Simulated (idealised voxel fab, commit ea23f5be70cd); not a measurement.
You're looking at the process module voxel wiring stack.
Section shown: cut. Width: 260 nm. Cell size: 5 nm, square.
Format of a cross-section: grid, square cells. Given as bands. Order: top down. Band: one or more rows of cells. For a band, the entry starts with two heights in nm, that of the top and then that of the bottom, and carries on with the band's materials in order from left to right, each alongside its width in nm; the word "full width" beside a single material means it fills the band edge to edge, and "blank" means empty space. Where do heights start? At 0: under that level the wafer as delivered is made of one material only. And the lowest band has no floor; it just carries on downward, as in "0 down". The notation "30..40" denotes a width that varies across the rows of cells in the band, beginning at the first number in the top row, finishing at the second number in the bottom row, and changing by an identical amount from each row to the next. A step reported as "remained the same" is a step in which no cell of the cross-section changed. "Fully sealed cavities" means: voids of 8 cells or more that are shut off from the top with no open way through. Written width x height at distance, distance from the left edge, in nm. Formally, on a step line, whatever follows the settings is a remark that the simulator itself makes on the step. A step line may carry the setting "overlay nm", which, for steps involving a mask, states the distance by which the mask lay to the right of its intended position; negative values denote displacement to the left.

[The planned process steps are enumerated hereunder]
1 RECEIVE (material Si)
2 CONFORMAL_DEP (material SiO2; thk nm 15)
3 CONFORMAL_DEP (material SiCN; thk nm 5)
4 DIRECTIONAL_DEP (material lowk; thk nm 15)
5 DIRECTIONAL_DEP (material aC; thk nm 10)
6 PATTERN (tone open; mask id METAL_1; material resist; width nm 20; pitch nm 40; thk nm 25; overlay nm 0)
7 DIRECTIONAL_ETCH (etch materials aC; depth nm 10)
8 STRIP (etch materials resist)
9 DIRECTIONAL_ETCH (etch materials lowk; depth nm 15)
10 DIRECTIONAL_ETCH (etch materials SiCN; depth nm 5)
11 STRIP (etch materials aC)
12 CONFORMAL_DEP (material TiN; thk nm 5)
13 FILL_DEP (material Cu; thk nm 5)
14 CMP (height nm 35)
15 EPI (material Ru; thk nm 5)
16 FILL_DEP (material SiCN; thk nm 5)
17 DIRECTIONAL_DEP (material SiO2; thk nm 15)
18 DIRECTIONAL_DEP (material aC; thk nm 15)
19 PATTERN (tone open; mask id PLUG_1; material resist; width nm 15; pitch nm 40; thk nm 30; overlay nm 0)
20 DIRECTIONAL_ETCH (etch materials aC; depth nm 15)
21 STRIP (etch materials resist)
22 DIRECTIONAL_ETCH (etch materials SiO2; depth nm 15)
23 DIRECTIONAL_ETCH (etch materials SiCN; depth nm 5)
24 STRIP (etch materials aC)
25 EPI (material Ru; thk nm 10)
26 EPI (material Ru; thk nm 10)
27 CONFORMAL_DEP (material SiCN; thk nm 5)
28 DIRECTIONAL_DEP (material lowk; thk nm 20)
29 PATTERN (tone open; mask id METAL_2; material resist; width nm 20; pitch nm 40; thk nm 15; overlay nm 0)
30 DIRECTIONAL_ETCH (etch materials lowk; depth nm 20)
31 DIRECTIONAL_ETCH (etch materials SiCN; depth nm 5)
32 STRIP (etch materials resist)
33 CONFORMAL_DEP (material TiN; thk nm 5)
34 FILL_DEP (material W; thk nm 5)
35 CMP (height nm 85)
36 CONFORMAL_DEP (material SiCN; thk nm 5)
37 DIRECTIONAL_DEP (material lowk; thk nm 30)
38 MASKED_ETCH (tone open; mask id METAL_3; width nm 20; pitch nm 40; etch materials lowk; depth nm 15; overlay nm 0)
39 MASKED_ETCH (tone open; mask id METAL_3_HOLES; width nm 15; pitch nm 40; etch materials lowk; depth nm 15; overlay nm 0)
40 MASKED_ETCH (tone open; mask id METAL_3_HOLES; width nm 15; pitch nm 40; etch materials SiCN; depth nm 5; overlay nm 0)
41 CONFORMAL_DEP (material TiN; thk nm 5)
42 FILL_DEP (material Cu; thk nm 5)
43 CMP (height nm 120)
44 CONFORMAL_DEP (material SiCN; thk nm 5)
45 DIRECTIONAL_DEP (material SiO2; thk nm 20)
46 MASKED_ETCH (tone open; mask id PLUG_3; width nm 15; pitch nm 40; etch materials SiO2; depth nm 20; overlay nm 0)
47 MASKED_ETCH (tone open; mask id PLUG_3; width nm 15; pitch nm 40; etch materials SiCN; depth nm 5; overlay nm 0)
48 EPI (material Ru; thk nm 10)
49 EPI (material Ru; thk nm 10)
50 EPI (material Ru; thk nm 5)
51 DIRECTIONAL_DEP (material TiN; thk nm 5)
52 DIRECTIONAL_DEP (material W; thk nm 25)
53 MASKED_ETCH (tone cover; mask id METAL_4; width nm 20; pitch nm 40; etch materials W; depth nm 25; overlay nm 0)
54 MASKED_ETCH (tone cover; mask id METAL_4; width nm 20; pitch nm 40; etch materials TiN; depth nm 5; overlay nm 0)
55 CONFORMAL_DEP (material SiCN; thk nm 5)
56 FILL_DEP (material SiO2; thk nm 5)
57 CMP (height nm 175)
58 CONFORMAL_DEP (material SiCN; thk nm 5)
Variable across wafers: step 44 thk nm (plan value is that of the first wafer; starting state common to all).

[Received condition of the first of several wafers, sectioned: post-step 1]
  0 down | Si full width
  Fully sealed cavities: none

[Per-wafer rows below. For each material: cells gained (+) or lost (-) since the wafer was received, as of end of module. Then: closed voids]
thk nm 5; +42 Cu; +99 Ru; +365 SiCN; +627 SiO2; +126 TiN; +84 W; +529 lowk; Fully sealed cavities: none
thk nm 10; +42 Cu; +54 Ru; +420 SiCN; +620 SiO2; +126 TiN; +81 W; +529 lowk; Fully sealed cavities: none
thk nm 15; +42 Cu; +54 Ru; +466 SiCN; +577 SiO2; +126 TiN; +78 W; +529 lowk; Fully sealed cavities: none
thk nm 20; +42 Cu; +54 Ru; +512 SiCN; +534 SiO2; +126 TiN; +75 W; +529 lowk; Fully sealed cavities: none
